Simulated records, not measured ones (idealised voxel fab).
Documented hereafter: the process module known as voxel quadruple lines.
Cross-section cut spans 300 nm and uses square cells 5 nm in size.
When this document writes out a cross-section, it uses a grid of square cells and lists it as bands, beginning at the top and moving down, with a band standing for one or more rows of cells.
The band entry comprises the height of the band's top followed by the height of its bottom, expressed in nm, and subsequently the band's materials from left to right, each stated together with its width in nm. Where a single material is marked with the word "edge to edge", that material fills the band from edge to edge. The word "empty" represents empty space.
Height reference: 0 = level under which incoming wafer is all one material. Lowest band: no bottom, runs on downward, e.g. "0 -> down".
The width entry "30..40" should be interpreted row by row: the top row of cells in the band takes the first number, the bottom row takes the second number, and the change between adjacent rows is uniform throughout.
Key: "nothing was modified" - step with no changed cell in the cross-section.
Empty spaces without an open route to the top, at least 8 cells in extent, make up the entry "Sealed internal voids"; each is given as width x height at distance, where the distance is measured from the left edge, and all are in nm.
Past the settings on a step's line: simulator remark, on that step.
The "overlay nm" setting may appear on a step's line; for a step that uses a mask, it gives how far to the right of its planned position the mask lay, and a negative value indicates the left.
Planned step list for the process:
1,RECEIVE (material Si)
2,CONFORMAL_DEP (material Al2O3; thk nm 5)
3,DIRECTIONAL_DEP (material TiN; thk nm 10)
4,DIRECTIONAL_DEP (material polySi; thk nm 15)
5,DIRECTIONAL_DEP (material aC; thk nm 25)
6,PATTERN (tone cover; mask id MANDREL; material resist; width nm 35; pitch nm 100; thk nm 30; overlay nm 0)
7,DIRECTIONAL_ETCH (etch materials aC; depth nm 25)
8,STRIP (etch materials resist)
9,CONFORMAL_DEP (material SiO2; thk nm 15)
10,DIRECTIONAL_ETCH (etch materials SiO2; depth nm 15)
11,STRIP (etch materials aC)
12,DIRECTIONAL_ETCH (etch materials polySi; depth nm 15)
13,STRIP (etch materials SiO2)
14,CONFORMAL_DEP (material SiCN; thk nm 10)
15,DIRECTIONAL_ETCH (etch materials SiCN; depth nm 10)
16,STRIP (etch materials polySi)
17,DIRECTIONAL_ETCH (etch materials TiN; depth nm 10)
18,STRIP (etch materials SiCN)
So, the first of our two wafers, run just as we planned it:
Cross-section of the wafer upon arrival, representing the state reached after step 1:
    0 -> down = Si edge to edge
    Sealed internal voids: none
Step 2 done - wafer cross-section:
    5 -> 0 = Al2O3 edge to edge
    below 0: unchanged
Step 3 done - wafer cross-section:
    15 -> 5 = TiN edge to edge
    below 5: unchanged
Step 4 done - wafer cross-section:
    30 -> 15 = polySi edge to edge
    below 15: unchanged
Step 5 done - wafer cross-section:
    55 -> 30 = aC edge to edge
    below 30: unchanged
Step 6 done - wafer cross-section:
    85 -> 55 = 80 of empty  35 of resist  65 of empty  35 of resist  85 of empty
    below 55: unchanged
Step 7 done - wafer cross-section:
    60 -> 55 = 80 of empty  35 of resist  65 of empty  35 of resist  85 of empty
    55 -> 30 = 80 of empty  35 of aC  65 of empty  35 of aC  85 of empty
    below 30: unchanged
Step 8 done - wafer cross-section:
    55 -> 30 = 80 of empty  35 of aC  65 of empty  35 of aC  85 of empty
    below 30: unchanged
Step 9 done - wafer cross-section:
    70 -> 55 = 65 of empty  65 of SiO2  35 of empty  65 of SiO2  70 of empty
    55 -> 45 = 65 of empty  15 of SiO2  35 of aC  15 of SiO2  35 of empty  15 of SiO2  35 of aC  15 of SiO2  70 of empty
    45 -> 30 = 80 of SiO2  35 of aC  65 of SiO2  35 of aC  85 of SiO2
    below 30: unchanged
Step 10 done - wafer cross-section:
    55 -> 30 = 65 of empty  15 of SiO2  35 of aC  15 of SiO2  35 of empty  15 of SiO2  35 of aC  15 of SiO2  70 of empty
    below 30: unchanged
Step 11 done - wafer cross-section:
    55 -> 30 = 65 of empty  15 of SiO2  35 of empty  15 of SiO2  35 of empty  15 of SiO2  35 of empty  15 of SiO2  70 of empty
    below 30: unchanged
Step 12 done - wafer cross-section:
    55 -> 30 = 65 of empty  15 of SiO2  35 of empty  15 of SiO2  35 of empty  15 of SiO2  35 of empty  15 of SiO2  70 of empty
    30 -> 15 = 65 of empty  15 of polySi  35 of empty  15 of polySi  35 of empty  15 of polySi  35 of empty  15 of polySi  70 of empty
    below 15: unchanged
Step 13 done - wafer cross-section:
    30 -> 15 = 65 of empty  15 of polySi  35 of empty  15 of polySi  35 of empty  15 of polySi  35 of empty  15 of polySi  70 of empty
    below 15: unchanged
Step 14 done - wafer cross-section:
    40 -> 30 = 55 of empty  35 of SiCN  15 of empty  35 of SiCN  15 of empty  35 of SiCN  15 of empty  35 of SiCN  60 of empty
    30 -> 25 = 55 of empty  10 of SiCN  15 of polySi  10 of SiCN  15 of empty  10 of SiCN  15 of polySi  10 of SiCN  15 of empty  10 of SiCN  15 of polySi  10 of SiCN  15 of empty  10 of SiCN  15 of polySi  10 of SiCN  60 of empty
    25 -> 15 = 65 of SiCN  15 of polySi  35 of SiCN  15 of polySi  35 of SiCN  15 of polySi  35 of SiCN  15 of polySi  70 of SiCN
    below 15: unchanged
Step 15 done - wafer cross-section:
    30 -> 15 = 55 of empty  10 of SiCN  15 of polySi  10 of SiCN  15 of empty  10 of SiCN  15 of polySi  10 of SiCN  15 of empty  10 of SiCN  15 of polySi  10 of SiCN  15 of empty  10 of SiCN  15 of polySi  10 of SiCN  60 of empty
    below 15: unchanged
Step 16 done - wafer cross-section:
    30 -> 15 = 55 of empty  10 of SiCN  15 of empty  10 of SiCN  15 of empty  10 of SiCN  15 of empty  10 of SiCN  15 of empty  10 of SiCN  15 of empty  10 of SiCN  15 of empty  10 of SiCN  15 of empty  10 of SiCN  60 of empty
    below 15: unchanged
Step 17 done - wafer cross-section:
    30 -> 15 = 55 of empty  10 of SiCN  15 of empty  10 of SiCN  15 of empty  10 of SiCN  15 of empty  10 of SiCN  15 of empty  10 of SiCN  15 of empty  10 of SiCN  15 of empty  10 of SiCN  15 of empty  10 of SiCN  60 of empty
    15 -> 5 = 55 of empty  10 of TiN  15 of empty  10 of TiN  15 of empty  10 of TiN  15 of empty  10 of TiN  15 of empty  10 of TiN  15 of empty  10 of TiN  15 of empty  10 of TiN  15 of empty  10 of TiN  60 of empty
    below 5: unchanged
Step 18 done - wafer cross-section:
    15 -> 5 = 55 of empty  10 of TiN  15 of empty  10 of TiN  15 of empty  10 of TiN  15 of empty  10 of TiN  15 of empty  10 of TiN  15 of empty  10 of TiN  15 of empty  10 of TiN  15 of empty  10 of TiN  60 of empty
    below 5: unchanged
The second wafer was prepared from the same starting point and under the same plan as the first; its processing contained one mistake, and it remains indistinguishable from the first wafer up to and including step 1:
Look at the second wafer in cross-section at the time step 2 ought to have finished: nothing was modified
Look at the second wafer in cross-section at the time step 3 ought to have finished:
    10 -> 0 = TiN edge to edge
    below 0: unchanged
Look at the second wafer in cross-section at the time step 4 ought to have finished:
    25 -> 10 = polySi edge to edge
    below 10: unchanged
Look at the second wafer in cross-section at the time step 5 ought to have finished:
    50 -> 25 = aC edge to edge
    below 25: unchanged
Look at the second wafer in cross-section at the time step 6 ought to have finished:
    80 -> 50 = 80 of empty  35 of resist  65 of empty  35 of resist  85 of empty
    below 50: unchanged
Look at the second wafer in cross-section at the time step 7 ought to have finished:
    55 -> 50 = 80 of empty  35 of resist  65 of empty  35 of resist  85 of empty
    50 -> 25 = 80 of empty  35 of aC  65 of empty  35 of aC  85 of empty
    below 25: unchanged
Look at the second wafer in cross-section at the time step 8 ought to have finished:
    50 -> 25 = 80 of empty  35 of aC  65 of empty  35 of aC  85 of empty
    below 25: unchanged
Look at the second wafer in cross-section at the time step 9 ought to have finished:
    65 -> 50 = 65 of empty  65 of SiO2  35 of empty  65 of SiO2  70 of empty
    50 -> 40 = 65 of empty  15 of SiO2  35 of aC  15 of SiO2  35 of empty  15 of SiO2  35 of aC  15 of SiO2  70 of empty
    40 -> 25 = 80 of SiO2  35 of aC  65 of SiO2  35 of aC  85 of SiO2
    below 25: unchanged
Look at the second wafer in cross-section at the time step 10 ought to have finished:
    50 -> 25 = 65 of empty  15 of SiO2  35 of aC  15 of SiO2  35 of empty  15 of SiO2  35 of aC  15 of SiO2  70 of empty
    below 25: unchanged
Look at the second wafer in cross-section at the time step 11 ought to have finished:
    50 -> 25 = 65 of empty  15 of SiO2  35 of empty  15 of SiO2  35 of empty  15 of SiO2  35 of empty  15 of SiO2  70 of empty
    below 25: unchanged
Look at the second wafer in cross-section at the time step 12 ought to have finished:
    50 -> 25 = 65 of empty  15 of SiO2  35 of empty  15 of SiO2  35 of empty  15 of SiO2  35 of empty  15 of SiO2  70 of empty
    25 -> 10 = 65 of empty  15 of polySi  35 of empty  15 of polySi  35 of empty  15 of polySi  35 of empty  15 of polySi  70 of empty
    below 10: unchanged
Look at the second wafer in cross-section at the time step 13 ought to have finished:
    25 -> 10 = 65 of empty  15 of polySi  35 of empty  15 of polySi  35 of empty  15 of polySi  35 of empty  15 of polySi  70 of empty
    below 10: unchanged
Look at the second wafer in cross-section at the time step 14 ought to have finished:
    35 -> 25 = 55 of empty  35 of SiCN  15 of empty  35 of SiCN  15 of empty  35 of SiCN  15 of empty  35 of SiCN  60 of empty
    25 -> 20 = 55 of empty  10 of SiCN  15 of polySi  10 of SiCN  15 of empty  10 of SiCN  15 of polySi  10 of SiCN  15 of empty  10 of SiCN  15 of polySi  10 of SiCN  15 of empty  10 of SiCN  15 of polySi  10 of SiCN  60 of empty
    20 -> 10 = 65 of SiCN  15 of polySi  35 of SiCN  15 of polySi  35 of SiCN  15 of polySi  35 of SiCN  15 of polySi  70 of SiCN
    below 10: unchanged
Look at the second wafer in cross-section at the time step 15 ought to have finished:
    25 -> 10 = 55 of empty  10 of SiCN  15 of polySi  10 of SiCN  15 of empty  10 of SiCN  15 of polySi  10 of SiCN  15 of empty  10 of SiCN  15 of polySi  10 of SiCN  15 of empty  10 of SiCN  15 of polySi  10 of SiCN  60 of empty
    below 10: unchanged
Look at the second wafer in cross-section at the time step 16 ought to have finished:
    25 -> 10 = 55 of empty  10 of SiCN  15 of empty  10 of SiCN  15 of empty  10 of SiCN  15 of empty  10 of SiCN  15 of empty  10 of SiCN  15 of empty  10 of SiCN  15 of empty  10 of SiCN  15 of empty  10 of SiCN  60 of empty
    below 10: unchanged
Look at the second wafer in cross-section at the time step 17 ought to have finished:
    25 -> 10 = 55 of empty  10 of SiCN  15 of empty  10 of SiCN  15 of empty  10 of SiCN  15 of empty  10 of SiCN  15 of empty  10 of SiCN  15 of empty  10 of SiCN  15 of empty  10 of SiCN  15 of empty  10 of SiCN  60 of empty
    10 -> 0 = 55 of empty  10 of TiN  15 of empty  10 of TiN  15 of empty  10 of TiN  15 of empty  10 of TiN  15 of empty  10 of TiN  15 of empty  10 of TiN  15 of empty  10 of TiN  15 of empty  10 of TiN  60 of empty
    below 0: unchanged
Look at the second wafer in cross-section at the time step 18 ought to have finished:
    10 -> 0 = 55 of empty  10 of TiN  15 of empty  10 of TiN  15 of empty  10 of TiN  15 of empty  10 of TiN  15 of empty  10 of TiN  15 of empty  10 of TiN  15 of empty  10 of TiN  15 of empty  10 of TiN  60 of empty
    below 0: unchanged
It is concluded that the wafer was processed incorrectly with respect to the plan, in that it should be noted that step 2 of the plan was omitted and was not performed
In the final state, the cell counts of the second wafer exceed or fall short of those of the first for the following materials: Al2O3 -60
